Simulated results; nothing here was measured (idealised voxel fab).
Herein follows the process module entitled voxel ribs on slabs.
Xsec cut, 185 nm wide, square cell size 5 nm.
We lay out every cross-section as a grid of square cells and spell it out in bands from the top down, where one band means one or more rows of cells. This entry defines a band. It first specifies the height of the band's top and the height of its bottom in nm, and then specifies the band's materials from left to right, stating each material with its width in nm. The word "throughout" identifies a single material that fills the band from edge to edge, while the word "empty" identifies empty space. Basically, 0 is our baseline, since under it the wafer straight out of the box is all one material. The bottom band has no lower end and keeps on going down, so it looks like "0 -> down". Quick explanation for "30..40": the width changes in equal steps down the rows of cells, from the first number in the band's top row to the second number in its bottom row. Reading "changes: none" for a step: not a cell of the cross-section changed in it. So "Trapped voids" is basically the list of trapped voids: any empty space of 8 cells or more that can't reach the top through an opening. They're written width x height at distance, the distance being from the left edge, and it's all nm. Past the settings on a step's line: simulator remark, on that step. You can add "overlay nm" to a step's line. For a step with a mask, it describes how far the mask lay to the right of its planned position, and a negative number describes a lay to the left.
These are the steps we planned for the process
1: RECEIVE with material Si
2: DIRECTIONAL_DEP with material SiO2, thk nm 25
3: DIRECTIONAL_DEP with material polySi, thk nm 15
4: PATTERN with tone cover, mask id RIB, material resist, width nm 15, thk nm 20, overlay nm 0
5: DIRECTIONAL_ETCH with etch materials polySi, depth nm 5
6: STRIP with etch materials resist
7: PATTERN with tone cover, mask id SLAB, material resist, width nm 55, thk nm 20, overlay nm 0
8: DIRECTIONAL_ETCH with etch materials polySi, depth nm 10
9: STRIP with etch materials resist
10: FILL_DEP with material SiO2, thk nm 20
11: CMP with height nm 50
12: DIRECTIONAL_DEP with material TiN, thk nm 5
13: PATTERN with tone cover, mask id HEATER, material resist, width nm 25, thk nm 20, overlay nm 0
14: DIRECTIONAL_ETCH with etch materials TiN, depth nm 5
15: STRIP with etch materials resist
16: CONFORMAL_DEP with material SiO2, thk nm 5
Cross-section of the wafer upon arrival, representing the state reached after step 1
  0 -> down: Si throughout
  Trapped voids: none
Cross-sectional image of the first of two wafers at the end of the module, the run having proceeded as planned
  60 -> 55: empty (75) / SiO2 (35) / empty (75)
  55 -> 50: SiO2 (80) / TiN (25) / SiO2 (80)
  50 -> 40: SiO2 throughout
  40 -> 35: SiO2 (85) / polySi (15) / SiO2 (85)
  35 -> 25: SiO2 (65) / polySi (55) / SiO2 (65)
  25 -> 0: SiO2 throughout
  0 -> down: Si throughout
  Trapped voids: none
So this is wafer number two of the two, cut at the end of the module - it started where the first did and had the same plan, we just got one thing wrong running it
  60 -> 55: empty (75) / SiO2 (35) / empty (75)
  55 -> 50: SiO2 (80) / TiN (25) / SiO2 (80)
  50 -> 35: SiO2 throughout
  35 -> 25: SiO2 (85..65) / polySi (15..55) / SiO2 (85..65)
  25 -> 0: SiO2 throughout
  0 -> down: Si throughout
  Trapped voids: none
Deviation noted in wafer processing: it should be noted that step 3 was executed with settings other than those planned, the operation and settings actually applied being DIRECTIONAL_DEP with material polySi, thk nm 10
at the end the second wafer has, in cells: 11 more of SiO2; 11 fewer of polySi
